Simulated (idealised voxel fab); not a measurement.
process module | voxel gate over fins
cross-section cut | 160 nm wide | cells 5 nm
A cross-section is a grid of square cells, given in bands from the top down. A band is one or more rows of cells.
Each band's line starts with the height of the band's top and of its bottom, in nm. Then come its materials from left to right, each with its width in nm. One material with "throughout" fills the band from edge to edge. "air" is empty space.
Height 0 is the level under which the wafer as received is all one material. The lowest band goes on downwards, as in "0 down".
A width such as "30 to 40" changes by the same amount from each row of cells to the next, from the band's top row to its bottom row.
"no change" after a step means that no cell of the cross-section changed.
closed voids: empty space of 8 cells or more with no open way to the top, each as width x height at its distance from the left edge, in nm
after a step's settings: what the simulator itself notes on the step
overlay nm, on a step with a mask: how far to the right of its planned place the mask lay; to the left if negative
plan
1 op RECEIVE | material Si
2 op CONFORMAL_DEP | material SiN | thk nm 5
3 op DIRECTIONAL_DEP | material aC | thk nm 15
4 op PATTERN | tone cover | mask id FINS | material resist | width nm 15 | pitch nm 60 | thk nm 30 | overlay nm 0
5 op DIRECTIONAL_ETCH | etch materials aC | depth nm 15
6 op STRIP | etch materials resist
7 op DIRECTIONAL_ETCH | etch materials SiN | depth nm 5
8 op DIRECTIONAL_ETCH | etch materials Si | depth nm 40
9 op STRIP | etch materials aC
10 op OXIDIZE | depth nm 5
11 op FILL_DEP | material SiO2 | thk nm 10
12 op CMP | height nm 5
13 op DIRECTIONAL_DEP | material aC | thk nm 15
14 op PATTERN | tone open | mask id RAIL | material resist | width nm 15 | thk nm 35 | overlay nm 0
15 op DIRECTIONAL_ETCH | etch materials aC | depth nm 15
16 op STRIP | etch materials resist
17 op DIRECTIONAL_ETCH | etch materials SiO2 | depth nm 40
18 op STRIP | etch materials aC
19 op CONFORMAL_DEP | material TiN | thk nm 5
20 op FILL_DEP | material W | thk nm 5
21 op CMP | height nm 5
22 op SELECTIVE_ETCH | etch materials W Ru TiN | depth nm 20
23 op FILL_DEP | material SiO2 | thk nm 5
24 op CMP | height nm 5
25 op SELECTIVE_ETCH | etch materials SiO2 | depth nm 15
26 op STRIP | etch materials SiN
27 op CONFORMAL_DEP | material HfO2 | thk nm 5
28 op CONFORMAL_DEP | material TiN | thk nm 5
29 op CONFORMAL_DEP | material TiAl | thk nm 5
30 op CONFORMAL_DEP | material TiN | thk nm 5
31 op FILL_DEP | material W | thk nm 15
32 op CMP | height nm 30
33 op CONFORMAL_DEP | material SiCN | thk nm 10
varied across the wafers: width nm of step 14. The plan shows the first wafer's value. All wafers start alike
first wafer as received, after step 1
  0 down: Si throughout
  closed voids: none
each wafer at the end: cells of each material gained (+) or lost (-) since it was received, then its closed voids
width nm 15 | +40 HfO2 | -270 Si | +64 SiCN | +198 SiO2 | +40 TiAl | +89 TiN | +95 W | closed voids: none
width nm 20 | +40 HfO2 | -270 Si | +64 SiCN | +194 SiO2 | +40 TiAl | +90 TiN | +98 W | closed voids: none
width nm 25 | +40 HfO2 | -270 Si | +64 SiCN | +190 SiO2 | +40 TiAl | +91 TiN | +101 W | closed voids: none
width nm 30 | +40 HfO2 | -270 Si | +64 SiCN | +186 SiO2 | +40 TiAl | +92 TiN | +104 W | closed voids: none
